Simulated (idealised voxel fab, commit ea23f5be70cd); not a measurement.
Process module in this document: voxel gate over fins
Cross-sectional view cut (width: 255 nm; square cell size: 5 nm).
Throughout this document, each cross-section is represented as a grid of square cells and is presented as a sequence of bands enumerated from the top downward, where a band comprises one or more rows of cells.
Band: top height; bottom height; in nm. Then, left to right: material with width in nm, for each material. "throughout": a single material spanning edge to edge. "empty": empty space.
Counting heights begins at 0, where everything beneath is, in the wafer as received, one material. The lowest band has no bottom; it goes on downwards, as "from 0 down" shows.
Top row gets the first number, bottom row gets the second, and each row in between changes by the same step: that is how a band width like "30 to 40" works.
"nothing different" (step): cross-section cells unchanged, all of them.
"Fully enclosed voids" lists enclosed empty spaces (at least 8 cells, no open path upward to the top), each as width x height at distance from the left edge, in nm.
Note: text after step settings on the step line = simulator remark on that step.
The "overlay nm" setting may appear on a step's line; for a step that uses a mask, it gives how far to the right of its planned position the mask lay, and a negative value indicates the left.
-- Planned process steps
1) RECEIVE | material Si
2) CONFORMAL_DEP | material SiN | thk nm 10
3) MASKED_ETCH | tone cover | mask id FINS | width nm 15 | pitch nm 45 | etch materials SiN | depth nm 10 | overlay nm -15
4) MASKED_ETCH | tone cover | mask id FINS | width nm 15 | pitch nm 45 | etch materials Si | depth nm 30 | overlay nm 0
5) OXIDIZE | depth nm 5
6) FILL_DEP | material SiO2 | thk nm 10
7) CMP | height nm 10
8) SELECTIVE_ETCH | etch materials SiO2 | depth nm 25
9) STRIP | etch materials SiN
10) CONFORMAL_DEP | material HfO2 | thk nm 5
11) CONFORMAL_DEP | material TiN | thk nm 5
12) FILL_DEP | material W | thk nm 15
13) CMP | height nm 20
14) CONFORMAL_DEP | material SiN | thk nm 10
The plan's step 3 overlay nm is the first wafer's value; the wafers differ in this setting and start identical.
-- Incoming state of the first of several wafers in cross-section: after step 1
* from 0 down | Si throughout
* Fully enclosed voids: none
-- first wafer at the end, after step 14
* from 30 to 20 | SiN throughout
* from 20 to 10 | W throughout
* from 10 to 5 | W=75 | TiN=25 | W=20 | TiN=25 | W=110
* from 5 to 0 | W=75 | TiN=5 | HfO2=15 | TiN=20 | W=5 | TiN=5 | HfO2=15 | TiN=20 | W=95
* from 0 to -5 | W=75 | TiN=5 | HfO2=5 | Si=5 | HfO2=20 | TiN=5 | W=5 | TiN=5 | HfO2=5 | Si=5 | HfO2=20 | TiN=5 | W=95
* from -5 to -10 | TiN=80 | HfO2=5 | Si=20 | HfO2=5 | TiN=15 | HfO2=5 | Si=20 | HfO2=5 | TiN=100
* from -10 to -15 | HfO2=85 | Si=20 | HfO2=25 | Si=20 | HfO2=105
* from -15 to -35 | SiO2=85 | Si=20 | SiO2=25 | Si=20 | SiO2=105
* from -35 down | Si throughout
* Fully enclosed voids: none
-- Cross-section at module completion, last wafer
* from 30 to 20 | SiN throughout
* from 20 to 10 | W throughout
* from 10 to 5 | W=105 | TiN=25 | W=20 | TiN=25 | W=80
* from 5 to 0 | W=90 | TiN=20 | HfO2=15 | TiN=5 | W=5 | TiN=20 | HfO2=15 | TiN=5 | W=80
* from 0 to -5 | W=90 | TiN=5 | HfO2=20 | Si=5 | HfO2=5 | TiN=5 | W=5 | TiN=5 | HfO2=20 | Si=5 | HfO2=5 | TiN=5 | W=80
* from -5 to -10 | TiN=95 | HfO2=5 | Si=20 | HfO2=5 | TiN=15 | HfO2=5 | Si=20 | HfO2=5 | TiN=85
* from -10 to -15 | HfO2=100 | Si=20 | HfO2=25 | Si=20 | HfO2=90
* from -15 to -35 | SiO2=100 | Si=20 | SiO2=25 | Si=20 | SiO2=90
* from -35 down | Si throughout
* Fully enclosed voids: none
-- Note: the following table is arranged by wafer, a row apiece. Each row reports the end-of-module state: per material, cells gained (+) or cells lost (-) compared with the wafer as received; closed voids follow
overlay nm -15; +63 HfO2; -307 Si; +102 SiN; +172 SiO2; +63 TiN; +213 W; Fully enclosed voids: none
overlay nm -10; +63 HfO2; -319 Si; +102 SiN; +180 SiO2; +63 TiN; +217 W; Fully enclosed voids: none
overlay nm -5; +63 HfO2; -331 Si; +102 SiN; +188 SiO2; +63 TiN; +221 W; Fully enclosed voids: none
overlay nm 0; +63 HfO2; -343 Si; +102 SiN; +196 SiO2; +63 TiN; +225 W; Fully enclosed voids: none
overlay nm 5; +63 HfO2; -331 Si; +102 SiN; +188 SiO2; +63 TiN; +221 W; Fully enclosed voids: none
overlay nm 10; +63 HfO2; -319 Si; +102 SiN; +180 SiO2; +63 TiN; +217 W; Fully enclosed voids: none
overlay nm 15; +63 HfO2; -307 Si; +102 SiN; +172 SiO2; +63 TiN; +213 W; Fully enclosed voids: none
